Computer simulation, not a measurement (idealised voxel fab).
This is a process module. Its name is voxel self aligned contacts.
Cross-section cut spans 280 nm and uses square cells 5 nm in size.
In this document a cross-section is written as a grid of square cells. It is given as a series of bands, listed from the top down, and a band is one or more rows of cells. This entry defines a band. It first specifies the height of the band's top and the height of its bottom in nm, and then specifies the band's materials from left to right, stating each material with its width in nm. The word "full width" identifies a single material that fills the band from edge to edge, while the word "blank" identifies empty space. Heads up on the height convention: 0 is the point under which the incoming wafer is all one material, and the lowest band has no bottom, it just keeps going down, like "z 0 and below". Width spec "30 to 40" -> top row of cells at first value, bottom row at second value, equal per-row change in between. The designation "changes: none", where it is given for a processing step, indicates that no cell of the cross-section was altered in the course of that step. For the entry "Sealed-off cavities", the listed items are empty spaces with no open way to the top whose size is 8 cells or more; each item follows the pattern width x height at distance, where distance is from the left edge and all three are in nm. after a step's settings: what the simulator itself notes on the step. overlay nm: on a step with a mask, how far right of its planned place the mask lay; negative means left.

### plan
- 1: RECEIVE: material Si
- 2: CONFORMAL_DEP: material SiO2, thk nm 5
- 3: DIRECTIONAL_DEP: material polySi, thk nm 20
- 4: DIRECTIONAL_DEP: material SiN, thk nm 20
- 5: MASKED_ETCH: tone cover, mask id GATE, width nm 25, pitch nm 55, etch materials SiN, depth nm 20, overlay nm 0
- 6: MASKED_ETCH: tone cover, mask id GATE, width nm 25, pitch nm 55, etch materials polySi, depth nm 20, overlay nm 0
- 7: CONFORMAL_DEP: material SiN, thk nm 5
- 8: DIRECTIONAL_ETCH: etch materials SiN, depth nm 5
- 9: FILL_DEP: material SiO2, thk nm 15
- 10: CMP: height nm 50
- 11: MASKED_ETCH: tone open, mask id CONTACT, width nm 40, pitch nm 55, etch materials SiO2, depth nm 50, overlay nm 0
- 12: CONFORMAL_DEP: material TiN, thk nm 5
- 13: FILL_DEP: material W, thk nm 5
- 14: CMP: height nm 50
- 15: CONFORMAL_DEP: material SiCN, thk nm 5

### First out of two wafers; run went to plan

### Here's what the wafer looked like in cross-section when it arrived - that's after step 1
- z 0 and below | Si full width
- Sealed-off cavities: none

### How the wafer stands in section after step 2
- z 5 to 0 | SiO2 full width
- No changes below 0.

### How the wafer stands in section after step 3
- z 25 to 5 | polySi full width
- No changes below 5.

### How the wafer stands in section after step 4
- z 45 to 25 | SiN full width
- No changes below 25.

### How the wafer stands in section after step 5
- z 45 to 25 | 70 of blank  25 of SiN  30 of blank  25 of SiN  30 of blank  25 of SiN  75 of blank
- No changes below 25.

### How the wafer stands in section after step 6
- z 45 to 25 | 70 of blank  25 of SiN  30 of blank  25 of SiN  30 of blank  25 of SiN  75 of blank
- z 25 to 5 | 70 of blank  25 of polySi  30 of blank  25 of polySi  30 of blank  25 of polySi  75 of blank
- No changes below 5.

### How the wafer stands in section after step 7
- z 50 to 25 | 65 of blank  35 of SiN  20 of blank  35 of SiN  20 of blank  35 of SiN  70 of blank
- z 25 to 10 | 65 of blank  5 of SiN  25 of polySi  5 of SiN  20 of blank  5 of SiN  25 of polySi  5 of SiN  20 of blank  5 of SiN  25 of polySi  5 of SiN  70 of blank
- z 10 to 5 | 70 of SiN  25 of polySi  30 of SiN  25 of polySi  30 of SiN  25 of polySi  75 of SiN
- No changes below 5.

### How the wafer stands in section after step 8
- z 45 to 25 | 65 of blank  35 of SiN  20 of blank  35 of SiN  20 of blank  35 of SiN  70 of blank
- z 25 to 5 | 65 of blank  5 of SiN  25 of polySi  5 of SiN  20 of blank  5 of SiN  25 of polySi  5 of SiN  20 of blank  5 of SiN  25 of polySi  5 of SiN  70 of blank
- No changes below 5.

### How the wafer stands in section after step 9
- z 60 to 45 | SiO2 full width
- z 45 to 25 | 65 of SiO2  35 of SiN  20 of SiO2  35 of SiN  20 of SiO2  35 of SiN  70 of SiO2
- z 25 to 5 | 65 of SiO2  5 of SiN  25 of polySi  5 of SiN  20 of SiO2  5 of SiN  25 of polySi  5 of SiN  20 of SiO2  5 of SiN  25 of polySi  5 of SiN  70 of SiO2
- No changes below 5.

### How the wafer stands in section after step 10
- z 50 to 45 | SiO2 full width
- No changes below 45.

### How the wafer stands in section after step 11
- z 50 to 45 | 90 of SiO2  40 of blank  15 of SiO2  40 of blank  95 of SiO2
- z 45 to 25 | 65 of SiO2  35 of SiN  20 of blank  35 of SiN  20 of blank  35 of SiN  70 of SiO2
- z 25 to 5 | 65 of SiO2  5 of SiN  25 of polySi  5 of SiN  20 of blank  5 of SiN  25 of polySi  5 of SiN  20 of blank  5 of SiN  25 of polySi  5 of SiN  70 of SiO2
- z 5 to 0 | 100 of SiO2  20 of blank  35 of SiO2  20 of blank  105 of SiO2
- No changes below 0.

### How the wafer stands in section after step 12
- z 55 to 50 | 95 of TiN  30 of blank  25 of TiN  30 of blank  100 of TiN
- z 50 to 45 | 90 of SiO2  15 of TiN  10 of blank  15 of TiN  15 of SiO2  15 of TiN  10 of blank  15 of TiN  95 of SiO2
- z 45 to 25 | 65 of SiO2  35 of SiN  5 of TiN  10 of blank  5 of TiN  35 of SiN  5 of TiN  10 of blank  5 of TiN  35 of SiN  70 of SiO2
- z 25 to 5 | 65 of SiO2  5 of SiN  25 of polySi  5 of SiN  5 of TiN  10 of blank  5 of TiN  5 of SiN  25 of polySi  5 of SiN  5 of TiN  10 of blank  5 of TiN  5 of SiN  25 of polySi  5 of SiN  70 of SiO2
- z 5 to 0 | 100 of SiO2  20 of TiN  35 of SiO2  20 of TiN  105 of SiO2
- No changes below 0.

### How the wafer stands in section after step 13
- z 60 to 55 | W full width
- z 55 to 50 | 95 of TiN  30 of W  25 of TiN  30 of W  100 of TiN
- z 50 to 45 | 90 of SiO2  15 of TiN  10 of W  15 of TiN  15 of SiO2  15 of TiN  10 of W  15 of TiN  95 of SiO2
- z 45 to 25 | 65 of SiO2  35 of SiN  5 of TiN  10 of W  5 of TiN  35 of SiN  5 of TiN  10 of W  5 of TiN  35 of SiN  70 of SiO2
- z 25 to 5 | 65 of SiO2  5 of SiN  25 of polySi  5 of SiN  5 of TiN  10 of W  5 of TiN  5 of SiN  25 of polySi  5 of SiN  5 of TiN  10 of W  5 of TiN  5 of SiN  25 of polySi  5 of SiN  70 of SiO2
- No changes below 5.

### How the wafer stands in section after step 14
- z 50 to 45 | 90 of SiO2  15 of TiN  10 of W  15 of TiN  15 of SiO2  15 of TiN  10 of W  15 of TiN  95 of SiO2
- No changes below 45.

### How the wafer stands in section after step 15
- z 55 to 50 | SiCN full width
- No changes below 50.

### The second wafer: identical to the first at the outset and in its planned sequence, differing only in that one mistake was made during processing; up to and including step 2, its path is the first wafer's path

### The second wafer in cross-section, at the planned close of step 3
- z 45 to 5 | polySi full width
- No changes below 5.

### The second wafer in cross-section, at the planned close of step 4
- z 65 to 45 | SiN full width
- No changes below 45.

### The second wafer in cross-section, at the planned close of step 5
- z 65 to 45 | 70 of blank  25 of SiN  30 of blank  25 of SiN  30 of blank  25 of SiN  75 of blank
- No changes below 45.

### The second wafer in cross-section, at the planned close of step 6
- z 65 to 45 | 70 of blank  25 of SiN  30 of blank  25 of SiN  30 of blank  25 of SiN  75 of blank
- z 45 to 25 | 70 of blank  25 of polySi  30 of blank  25 of polySi  30 of blank  25 of polySi  75 of blank
- No changes below 25.

### The second wafer in cross-section, at the planned close of step 7
- z 70 to 45 | 65 of blank  35 of SiN  20 of blank  35 of SiN  20 of blank  35 of SiN  70 of blank
- z 45 to 30 | 65 of blank  5 of SiN  25 of polySi  5 of SiN  20 of blank  5 of SiN  25 of polySi  5 of SiN  20 of blank  5 of SiN  25 of polySi  5 of SiN  70 of blank
- z 30 to 25 | 70 of SiN  25 of polySi  30 of SiN  25 of polySi  30 of SiN  25 of polySi  75 of SiN
- No changes below 25.

### The second wafer in cross-section, at the planned close of step 8
- z 65 to 45 | 65 of blank  35 of SiN  20 of blank  35 of SiN  20 of blank  35 of SiN  70 of blank
- z 45 to 25 | 65 of blank  5 of SiN  25 of polySi  5 of SiN  20 of blank  5 of SiN  25 of polySi  5 of SiN  20 of blank  5 of SiN  25 of polySi  5 of SiN  70 of blank
- No changes below 25.

### The second wafer in cross-section, at the planned close of step 9
- z 80 to 65 | SiO2 full width
- z 65 to 45 | 65 of SiO2  35 of SiN  20 of SiO2  35 of SiN  20 of SiO2  35 of SiN  70 of SiO2
- z 45 to 25 | 65 of SiO2  5 of SiN  25 of polySi  5 of SiN  20 of SiO2  5 of SiN  25 of polySi  5 of SiN  20 of SiO2  5 of SiN  25 of polySi  5 of SiN  70 of SiO2
- No changes below 25.

### The second wafer in cross-section, at the planned close of step 10
- z 50 to 45 | 65 of SiO2  35 of SiN  20 of SiO2  35 of SiN  20 of SiO2  35 of SiN  70 of SiO2
- No changes below 45.

### The second wafer in cross-section, at the planned close of step 11
- z 50 to 45 | 65 of SiO2  35 of SiN  20 of blank  35 of SiN  20 of blank  35 of SiN  70 of SiO2
- z 45 to 25 | 65 of SiO2  5 of SiN  25 of polySi  5 of SiN  20 of blank  5 of SiN  25 of polySi  5 of SiN  20 of blank  5 of SiN  25 of polySi  5 of SiN  70 of SiO2
- No changes below 25.

### The second wafer in cross-section, at the planned close of step 12
- z 55 to 50 | 105 of TiN  10 of blank  45 of TiN  10 of blank  110 of TiN
- z 50 to 45 | 65 of SiO2  35 of SiN  5 of TiN  10 of blank  5 of TiN  35 of SiN  5 of TiN  10 of blank  5 of TiN  35 of SiN  70 of SiO2
- z 45 to 30 | 65 of SiO2  5 of SiN  25 of polySi  5 of SiN  5 of TiN  10 of blank  5 of TiN  5 of SiN  25 of polySi  5 of SiN  5 of TiN  10 of blank  5 of TiN  5 of SiN  25 of polySi  5 of SiN  70 of SiO2
- z 30 to 25 | 65 of SiO2  5 of SiN  25 of polySi  5 of SiN  20 of TiN  5 of SiN  25 of polySi  5 of SiN  20 of TiN  5 of SiN  25 of polySi  5 of SiN  70 of SiO2
- No changes below 25.

### The second wafer in cross-section, at the planned close of step 13
- z 60 to 55 | W full width
- z 55 to 50 | 105 of TiN  10 of W  45 of TiN  10 of W  110 of TiN
- z 50 to 45 | 65 of SiO2  35 of SiN  5 of TiN  10 of W  5 of TiN  35 of SiN  5 of TiN  10 of W  5 of TiN  35 of SiN  70 of SiO2
- z 45 to 30 | 65 of SiO2  5 of SiN  25 of polySi  5 of SiN  5 of TiN  10 of W  5 of TiN  5 of SiN  25 of polySi  5 of SiN  5 of TiN  10 of W  5 of TiN  5 of SiN  25 of polySi  5 of SiN  70 of SiO2
- No changes below 30.

### The second wafer in cross-section, at the planned close of step 14
- z 50 to 45 | 65 of SiO2  35 of SiN  5 of TiN  10 of W  5 of TiN  35 of SiN  5 of TiN  10 of W  5 of TiN  35 of SiN  70 of SiO2
- No changes below 45.

### The second wafer in cross-section, at the planned close of step 15
- z 55 to 50 | SiCN full width
- No changes below 50.
Processing error: step 3 of the plan was performed twice
At the finish, the second wafer shows more or fewer cells for some materials than the first does: SiN: 63 fewer, SiO2: 113 fewer, TiN: 28 fewer, W: 20 fewer, polySi: 224 more
